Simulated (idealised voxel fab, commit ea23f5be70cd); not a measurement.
Process module under the name voxel gate over fins
The figure presents cross-section cut, which has a width of 255 nm and is divided into square cells with an edge length of 5 nm.
Cross-section spec: square-cell grid; bands listed top down; each band is one or more rows.
Band entry format. Leading values: height of top, height of bottom, nm. Remainder: materials in left-to-right order, each with its width in nm. Special words: "all across" on a single material, which then fills the band edge to edge; "air", empty space.
Convention: height 0 is the level below which the wafer, as received, is all one material. The lowest band does not terminate at the bottom but continues downward, represented as "0 down".
The width entry "30..40" should be interpreted row by row: the top row of cells in the band takes the first number, the bottom row takes the second number, and the change between adjacent rows is uniform throughout.
"everything unchanged" -> step changed no cross-section cell.
Reported under the label "Closed void table" are the empty spaces having no open way to the top and comprising 8 cells or more; the notation for each is width x height at distance, in which the distance is measured from the left edge and all three values are in nm.
Step line, after settings: the simulator's comment on this step.
The optional step-line setting "overlay nm" applies to steps with a mask and quantifies how far to the right of its planned location the mask lay, a negative value indicating leftward placement.
-- This section lists the process steps that were planned
step 1: RECEIVE, material Si
step 2: CONFORMAL_DEP, material SiN, thk nm 5
step 3: MASKED_ETCH, tone cover, mask id FINS, width nm 15, pitch nm 55, etch materials SiN, depth nm 5, overlay nm 0
step 4: MASKED_ETCH, tone cover, mask id FINS, width nm 15, pitch nm 55, etch materials Si, depth nm 40, overlay nm 0
step 5: FILL_DEP, material SiO2, thk nm 5
step 6: CMP, height nm 5
step 7: PATTERN, tone open, mask id RAIL, material resist, width nm 15, thk nm 20, overlay nm 0
step 8: DIRECTIONAL_ETCH, etch materials SiO2, depth nm 40
step 9: STRIP, etch materials resist
step 10: CONFORMAL_DEP, material TiN, thk nm 5
step 11: FILL_DEP, material Ru, thk nm 5
step 12: CMP, height nm 5
step 13: SELECTIVE_ETCH, etch materials W Ru TiN, depth nm 25
step 14: FILL_DEP, material SiO2, thk nm 5
step 15: CMP, height nm 5
step 16: SELECTIVE_ETCH, etch materials SiO2, depth nm 15
step 17: STRIP, etch materials SiN
step 18: CONFORMAL_DEP, material HfO2, thk nm 5
step 19: CONFORMAL_DEP, material TiN, thk nm 5
step 20: CONFORMAL_DEP, material TiAl, thk nm 5
step 21: CONFORMAL_DEP, material TiN, thk nm 5
step 22: FILL_DEP, material W, thk nm 15
step 23: CMP, height nm 30
step 24: CONFORMAL_DEP, material SiN, thk nm 10
-- Cross-section of the wafer at receipt, which is the condition after step 1
    0 down = Si all across
    Closed void table: none
-- Starting wafer: above. Plan: above. Run: one mistake. Cross-section after the module: below
    40 to 30 = SiN all across
    30 to 20 = W all across
    20 to 15 = W 15 nm, TiN 220 nm, W 20 nm
    15 to 10 = W 15 nm, TiN 5 nm, TiAl 45 nm, TiN 10 nm, TiAl 45 nm, TiN 10 nm, TiAl 45 nm, TiN 10 nm, TiAl 45 nm, TiN 5 nm, W 20 nm
    10 to 5 = W 15 nm, TiN 5 nm, TiAl 5 nm, TiN 35 nm, TiAl 5 nm, TiN 10 nm, TiAl 5 nm, TiN 35 nm, TiAl 5 nm, TiN 10 nm, TiAl 5 nm, TiN 35 nm, TiAl 5 nm, TiN 10 nm, TiAl 5 nm, TiN 35 nm, TiAl 5 nm, TiN 5 nm, W 20 nm
    5 to 0 = W 15 nm, TiN 5 nm, TiAl 5 nm, TiN 5 nm, HfO2 25 nm, TiN 5 nm, TiAl 5 nm, TiN 10 nm, TiAl 5 nm, TiN 5 nm, HfO2 25 nm, TiN 5 nm, TiAl 5 nm, TiN 10 nm, TiAl 5 nm, TiN 5 nm, HfO2 25 nm, TiN 5 nm, TiAl 5 nm, TiN 10 nm, TiAl 5 nm, TiN 5 nm, HfO2 25 nm, TiN 5 nm, TiAl 5 nm, TiN 5 nm, W 20 nm
    0 to -5 = W 15 nm, TiN 5 nm, TiAl 5 nm, TiN 5 nm, HfO2 5 nm, Si 15 nm, HfO2 5 nm, TiN 5 nm, TiAl 5 nm, TiN 10 nm, TiAl 5 nm, TiN 5 nm, HfO2 5 nm, Si 15 nm, HfO2 5 nm, TiN 5 nm, TiAl 5 nm, TiN 10 nm, TiAl 5 nm, TiN 5 nm, HfO2 5 nm, Si 15 nm, HfO2 5 nm, TiN 5 nm, TiAl 5 nm, TiN 10 nm, TiAl 5 nm, TiN 5 nm, HfO2 5 nm, Si 15 nm, HfO2 5 nm, TiN 5 nm, TiAl 5 nm, TiN 5 nm, W 20 nm
    -5 to -10 = TiN 20 nm, TiAl 5 nm, TiN 5 nm, HfO2 5 nm, Si 15 nm, HfO2 5 nm, TiN 5 nm, TiAl 20 nm, TiN 5 nm, HfO2 5 nm, Si 15 nm, HfO2 5 nm, TiN 5 nm, TiAl 5 nm, TiN 10 nm, TiAl 5 nm, TiN 5 nm, HfO2 5 nm, Si 15 nm, HfO2 5 nm, TiN 5 nm, TiAl 5 nm, TiN 10 nm, TiAl 5 nm, TiN 5 nm, HfO2 5 nm, Si 15 nm, HfO2 5 nm, TiN 5 nm, TiAl 5 nm, TiN 25 nm
    -10 to -15 = TiAl 25 nm, TiN 5 nm, HfO2 5 nm, Si 15 nm, HfO2 5 nm, TiN 30 nm, HfO2 5 nm, Si 15 nm, HfO2 5 nm, TiN 5 nm, TiAl 20 nm, TiN 5 nm, HfO2 5 nm, Si 15 nm, HfO2 5 nm, TiN 5 nm, TiAl 20 nm, TiN 5 nm, HfO2 5 nm, Si 15 nm, HfO2 5 nm, TiN 5 nm, TiAl 30 nm
    -15 to -20 = TiN 30 nm, HfO2 5 nm, Si 15 nm, HfO2 30 nm, TiN 5 nm, HfO2 5 nm, Si 15 nm, HfO2 5 nm, TiN 30 nm, HfO2 5 nm, Si 15 nm, HfO2 5 nm, TiN 30 nm, HfO2 5 nm, Si 15 nm, HfO2 5 nm, TiN 35 nm
    -20 to -25 = HfO2 35 nm, Si 15 nm, HfO2 10 nm, TiN 5 nm, Ru 5 nm, TiN 5 nm, HfO2 15 nm, Si 15 nm, HfO2 40 nm, Si 15 nm, HfO2 40 nm, Si 15 nm, HfO2 40 nm
    -25 to -30 = SiO2 35 nm, Si 15 nm, SiO2 10 nm, TiN 5 nm, Ru 5 nm, TiN 5 nm, SiO2 15 nm, Si 15 nm, SiO2 40 nm, Si 15 nm, SiO2 40 nm, Si 15 nm, SiO2 40 nm
    -30 to -35 = SiO2 35 nm, Si 15 nm, SiO2 10 nm, TiN 15 nm, SiO2 15 nm, Si 15 nm, SiO2 40 nm, Si 15 nm, SiO2 40 nm, Si 15 nm, SiO2 40 nm
    -35 to -40 = SiO2 35 nm, Si 15 nm, SiO2 40 nm, Si 15 nm, SiO2 40 nm, Si 15 nm, SiO2 40 nm, Si 15 nm, SiO2 40 nm
    -40 down = Si all across
    Closed void table: none
Finding, execution versus plan: plan step 16 was twice executed
